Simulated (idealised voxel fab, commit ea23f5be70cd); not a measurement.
You're looking at the process module voxel released beams.
We display cut, a cross-section 160 nm in width whose square cells are each 5 nm.
A cross-section is a grid of square cells, given in bands from the top down. A band is one or more rows of cells. The band entry comprises the height of the band's top followed by the height of its bottom, expressed in nm, and subsequently the band's materials from left to right, each stated together with its width in nm. Where a single material is marked with the word "all across", that material fills the band from edge to edge. The word "empty" represents empty space. Beneath 0, the wafer as received is one material, and that level is where height counting begins. The lowest band goes on downward without a bottom; it is written like "0..down". Read "30..40" as a graded width: first number on top, second number at the bottom, same change between each pair of neighbouring rows. Where the words "nothing altered" appear for a step, the cross-section shows no cell changed by that step; every cell remained as before. Heads up: "Catalogued sealed voids" only lists the empty pockets with no open path to the top that are 8 cells or more, and it writes them as width x height at distance, distance from the left edge, in nm. If you see something after the settings on a step's line, that's the simulator's own remark about that step. What "overlay nm" on a step's line means: if the step has a mask, that mask lay this far to the right of its planned place, or, when the value is negative, to the left.
List of planned process steps:
- 1: RECEIVE, material Si
- 2: CONFORMAL_DEP, material Al2O3, thk nm 5
- 3: DIRECTIONAL_DEP, material SiO2, thk nm 10
- 4: DIRECTIONAL_DEP, material aC, thk nm 15
- 5: PATTERN, tone open, mask id ANCHOR, material resist, width nm 25, thk nm 30, overlay nm 0
- 6: DIRECTIONAL_ETCH, etch materials aC, depth nm 15
- 7: STRIP, etch materials resist
- 8: DIRECTIONAL_ETCH, etch materials SiO2, depth nm 10
- 9: STRIP, etch materials aC
- 10: CONFORMAL_DEP, material polySi, thk nm 10
- 11: DIRECTIONAL_DEP, material aC, thk nm 10
- 12: PATTERN, tone cover, mask id BEAM, material resist, width nm 85, thk nm 25, overlay nm 0
- 13: DIRECTIONAL_ETCH, etch materials aC, depth nm 10
- 14: STRIP, etch materials resist
- 15: DIRECTIONAL_ETCH, etch materials polySi, depth nm 10
- 16: STRIP, etch materials aC
- 17: STRIP, etch materials SiO2
Wafer as received: cross-section following step 1:
0..down | Si all across
Catalogued sealed voids: none
Figure: cross-sectional view of the wafer upon completion of the module, processed from the initial state and according to the plan depicted above, with one error introduced during execution:
25..15 | 35 of empty | 40 of polySi | 85 of empty
15..5 | 30 of empty | 10 of polySi | 25 of SiO2 | 55 of polySi | 40 of empty
5..0 | Al2O3 all across
0..down | Si all across
Catalogued sealed voids: none
Where did the run depart from the plan? step 5 ran with different settings than intended, the actual operation and settings being PATTERN, tone cover, mask id ANCHOR, material resist, width nm 25, thk nm 30, overlay nm 0
